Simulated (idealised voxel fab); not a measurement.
The document below concerns the process module designated voxel fin reveal.
Shown is cross-section cut, with a width of 160 nm and square cells of size 5 nm.
Cross-sections here: square-cell grids, written as top-down lists of bands, a band being one or more rows of cells.
Basically the band line says how high the top is and how high the bottom is, in nm, and then what's in it from left to right, every material with its width in nm. Empty space shows up as "air", and if a single material carries "everywhere" it runs the full band edge to edge.
A quick word on heights: they are counted from 0, and under that level the wafer as it came to us is one material throughout. The lowest band is different from the rest in having no bottom; it simply continues downward, written as in "0..down".
Think of "30 to 40" as a width that walks from the first number to the second as you go down the band, top row to bottom row, taking equal-sized steps from row to row.
Where the words "changes: none" appear for a step, the cross-section shows no cell changed by that step; every cell remained as before.
For the entry "Voids, sealed", the listed items are empty spaces with no open way to the top whose size is 8 cells or more; each item follows the pattern width x height at distance, where distance is from the left edge and all three are in nm.
Note: text after step settings on the step line = simulator remark on that step.
"overlay nm" on a masked step: distance the mask lay right of its planned place, negative for left.

**Intended process steps**
- 1: RECEIVE with material Si
- 2: CONFORMAL_DEP with material SiN, thk nm 10
- 3: DIRECTIONAL_DEP with material aC, thk nm 10
- 4: PATTERN with tone cover, mask id FINS, material resist, width nm 15, pitch nm 35, thk nm 30, overlay nm 0
- 5: DIRECTIONAL_ETCH with etch materials aC, depth nm 10
- 6: STRIP with etch materials resist
- 7: DIRECTIONAL_ETCH with etch materials SiN, depth nm 10
- 8: DIRECTIONAL_ETCH with etch materials Si, depth nm 40
- 9: STRIP with etch materials aC
- 10: FILL_DEP with material SiO2, thk nm 15
- 11: CMP with height nm 10
- 12: SELECTIVE_ETCH with etch materials SiO2, depth nm 25
- 13: STRIP with etch materials SiN
- 14: CONFORMAL_DEP with material SiO2, thk nm 5

**Shown in cross-section is the wafer as received, that is, as it stands after step 1**
> 0..down  Si everywhere
> Voids, sealed: none

**This is how the wafer looks in cross-section once the module is done, given the starting state and plan above and one mistake in carrying the plan out**
> 0..-15  air (35) | Si (15) | air (20) | Si (15) | air (20) | Si (15) | air (40)
> -15..-40  SiO2 (35) | Si (15) | SiO2 (20) | Si (15) | SiO2 (20) | Si (15) | SiO2 (40)
> -40..down  Si everywhere
> Voids, sealed: none
Deviation noted in wafer processing: the run left out plan step 14 entirely, so it was never executed
